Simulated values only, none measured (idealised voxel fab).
process module | voxel self aligned vias
cross-section cut | 240 nm wide | cells 5 nm
A cross-section is a grid of square cells, given in bands from the top down. A band is one or more rows of cells.
Each band's line starts with the height of the band's top and of its bottom, in nm. Then come its materials from left to right, each with its width in nm. One material with "throughout" fills the band from edge to edge. "air" is empty space.
Height 0 is the level under which the wafer as received is all one material. The lowest band goes on downwards, as in "0 down".
A width such as "30 to 40" changes by the same amount from each row of cells to the next, from the band's top row to its bottom row.
"no change" after a step means that no cell of the cross-section changed.
closed voids: empty space of 8 cells or more with no open way to the top, each as width x height at its distance from the left edge, in nm
after a step's settings: what the simulator itself notes on the step
overlay nm, on a step with a mask: how far to the right of its planned place the mask lay; to the left if negative
plan
1 op RECEIVE | material Si
2 op CONFORMAL_DEP | material SiO2 | thk nm 10
3 op CONFORMAL_DEP | material SiCN | thk nm 5
4 op DIRECTIONAL_DEP | material SiO2 | thk nm 25
5 op PATTERN | tone open | mask id LINES | material resist | width nm 20 | pitch nm 65 | thk nm 15 | overlay nm 0
6 op DIRECTIONAL_ETCH | etch materials SiO2 | depth nm 25
7 op STRIP | etch materials resist
8 op CONFORMAL_DEP | material TiN | thk nm 5
9 op FILL_DEP | material W | thk nm 10
10 op CMP | height nm 40
11 op SELECTIVE_ETCH | etch materials W Ru TiN | depth nm 10
12 op FILL_DEP | material SiN | thk nm 5
13 op CMP | height nm 40
14 op DIRECTIONAL_DEP | material SiO2 | thk nm 15
15 op DIRECTIONAL_DEP | material aC | thk nm 10
16 op PATTERN | tone open | mask id VIAS | material resist | width nm 40 | pitch nm 65 | thk nm 30 | overlay nm 0
17 op DIRECTIONAL_ETCH | etch materials aC | depth nm 10
18 op STRIP | etch materials resist
19 op DIRECTIONAL_ETCH | etch materials SiO2 | depth nm 15
20 op DIRECTIONAL_ETCH | etch materials SiN | depth nm 10
21 op STRIP | etch materials aC
22 op CONFORMAL_DEP | material TiN | thk nm 5
23 op FILL_DEP | material Ru | thk nm 5
24 op CMP | height nm 55
25 op CONFORMAL_DEP | material SiN | thk nm 5
as received, after step 1
  0 down: Si throughout
  closed voids: none
first wafer at the end, as planned
  60 to 55: SiN throughout
  55 to 45: SiO2 65 | TiN 5 | Ru 30 | TiN 5 | SiO2 25 | TiN 5 | Ru 30 | TiN 5 | SiO2 70
  45 to 35: SiO2 65 to 75 | TiN 15 to 5 | Ru 10 | TiN 15 to 5 | SiO2 25 to 45 | TiN 15 to 5 | Ru 10 | TiN 15 to 5 | SiO2 70 to 80
  35 to 30: SiO2 75 | TiN 20 | SiO2 45 | TiN 20 | SiO2 80
  30 to 20: SiO2 75 | TiN 5 | W 10 | TiN 5 | SiO2 45 | TiN 5 | W 10 | TiN 5 | SiO2 80
  20 to 15: SiO2 75 | TiN 20 | SiO2 45 | TiN 20 | SiO2 80
  15 to 10: SiCN throughout
  10 to 0: SiO2 throughout
  0 down: Si throughout
  closed voids: none
second wafer at the end: like start, like plan, one mistake
  60 to 55: SiN throughout
  55 to 45: Ru 60 | TiN 5 | SiO2 40 | TiN 5 | Ru 15 | TiN 5 | SiO2 40 | TiN 5 | Ru 65
  45 to 40: TiN 65 | SiO2 40 | TiN 25 | SiO2 40 | TiN 70
  40 to 30: SiO2 75 | SiN 20 | SiO2 45 | SiN 20 | SiO2 80
  30 to 20: SiO2 75 | TiN 5 | W 10 | TiN 5 | SiO2 45 | TiN 5 | W 10 | TiN 5 | SiO2 80
  20 to 15: SiO2 75 | TiN 20 | SiO2 45 | TiN 20 | SiO2 80
  15 to 10: SiCN throughout
  10 to 0: SiO2 throughout
  0 down: Si throughout
  closed voids: none
what went wrong: step 16 ran as: op PATTERN | tone cover | mask id VIAS | material resist | width nm 40 | pitch nm 65 | thk nm 30 | overlay nm 0
at the end the second wafer has, in cells: 24 more of Ru | 16 more of SiN | 48 fewer of SiO2 | 8 more of TiN
